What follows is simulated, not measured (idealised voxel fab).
process module | voxel capacitor over wiring
cross-section cut | 140 nm wide | cells 5 nm
A cross-section is a grid of square cells, given in bands from the top down. A band is one or more rows of cells.
Each band's line starts with the height of the band's top and of its bottom, in nm. Then come its materials from left to right, each with its width in nm. One material with "throughout" fills the band from edge to edge. "air" is empty space.
Height 0 is the level under which the wafer as received is all one material. The lowest band goes on downwards, as in "0 down".
A width such as "30 to 40" changes by the same amount from each row of cells to the next, from the band's top row to its bottom row.
"no change" after a step means that no cell of the cross-section changed.
closed voids: empty space of 8 cells or more with no open way to the top, each as width x height at its distance from the left edge, in nm
after a step's settings: what the simulator itself notes on the step
overlay nm, on a step with a mask: how far to the right of its planned place the mask lay; to the left if negative
plan
1 op RECEIVE | material Si
2 op CONFORMAL_DEP | material SiO2 | thk nm 15
3 op DIRECTIONAL_DEP | material TiN | thk nm 5
4 op DIRECTIONAL_DEP | material Ru | thk nm 15
5 op PATTERN | tone cover | mask id METAL_1 | material resist | width nm 25 | pitch nm 85 | thk nm 15 | overlay nm 0
6 op DIRECTIONAL_ETCH | etch materials Ru | depth nm 15
7 op DIRECTIONAL_ETCH | etch materials TiN | depth nm 5
8 op STRIP | etch materials resist
9 op FILL_DEP | material lowk | thk nm 10
10 op CMP | height nm 35
11 op CONFORMAL_DEP | material SiCN | thk nm 5
12 op DIRECTIONAL_DEP | material lowk | thk nm 20
13 op PATTERN | tone open | mask id PLUG_1 | material resist | width nm 15 | thk nm 15 | overlay nm 0
14 op DIRECTIONAL_ETCH | etch materials lowk | depth nm 20
15 op DIRECTIONAL_ETCH | etch materials SiCN | depth nm 5
16 op STRIP | etch materials resist
17 op EPI | material Ru | thk nm 10
18 op EPI | material Ru | thk nm 10
19 op EPI | material Ru | thk nm 5
20 op DIRECTIONAL_DEP | material TiN | thk nm 10
21 op DIRECTIONAL_DEP | material SiN | thk nm 5
22 op DIRECTIONAL_DEP | material TiN | thk nm 5
23 op MASKED_ETCH | tone cover | mask id UPPER_PLATE | width nm 65 | etch materials TiN | depth nm 5 | overlay nm 0
24 op MASKED_ETCH | tone cover | mask id UPPER_PLATE | width nm 65 | etch materials SiN | depth nm 5 | overlay nm 0
25 op MASKED_ETCH | tone cover | mask id LOWER_PLATE | width nm 75 | etch materials TiN | depth nm 10 | overlay nm 0
26 op FILL_DEP | material SiO2 | thk nm 15
27 op CMP | height nm 90
28 op MASKED_ETCH | tone open | mask id PLUG_2 | width nm 15 | etch materials SiO2 | depth nm 10 | overlay nm 0
29 op CONFORMAL_DEP | material TiN | thk nm 5
30 op FILL_DEP | material Ru | thk nm 10
31 op CMP | height nm 90
32 op CONFORMAL_DEP | material SiCN | thk nm 5
as received, after step 1
  0 down: Si throughout
  closed voids: none
a wafer at the end: this start, this plan, one mistake
  95 to 90: SiCN throughout
  90 to 85: SiO2 35 | TiN 5 | Ru 5 | TiN 5 | SiO2 90
  85 to 75: SiO2 35 to 30 | TiN 15 to 55 | SiO2 90 to 55
  75 to 70: SiO2 25 | SiN 65 | SiO2 50
  70 to 60: SiO2 20 | TiN 75 | SiO2 45
  60 to 40: lowk 25 | Ru 15 | lowk 100
  40 to 35: SiCN 25 | Ru 15 | SiCN 100
  35 to 20: lowk 15 | Ru 25 | lowk 60 | Ru 25 | lowk 15
  20 to 15: lowk 15 | TiN 25 | lowk 60 | TiN 25 | lowk 15
  15 to 0: SiO2 throughout
  0 down: Si throughout
  closed voids: none
what went wrong: step 23 ran as: op MASKED_ETCH | tone cover | mask id UPPER_PLATE | width nm 55 | etch materials TiN | depth nm 5 | overlay nm 0
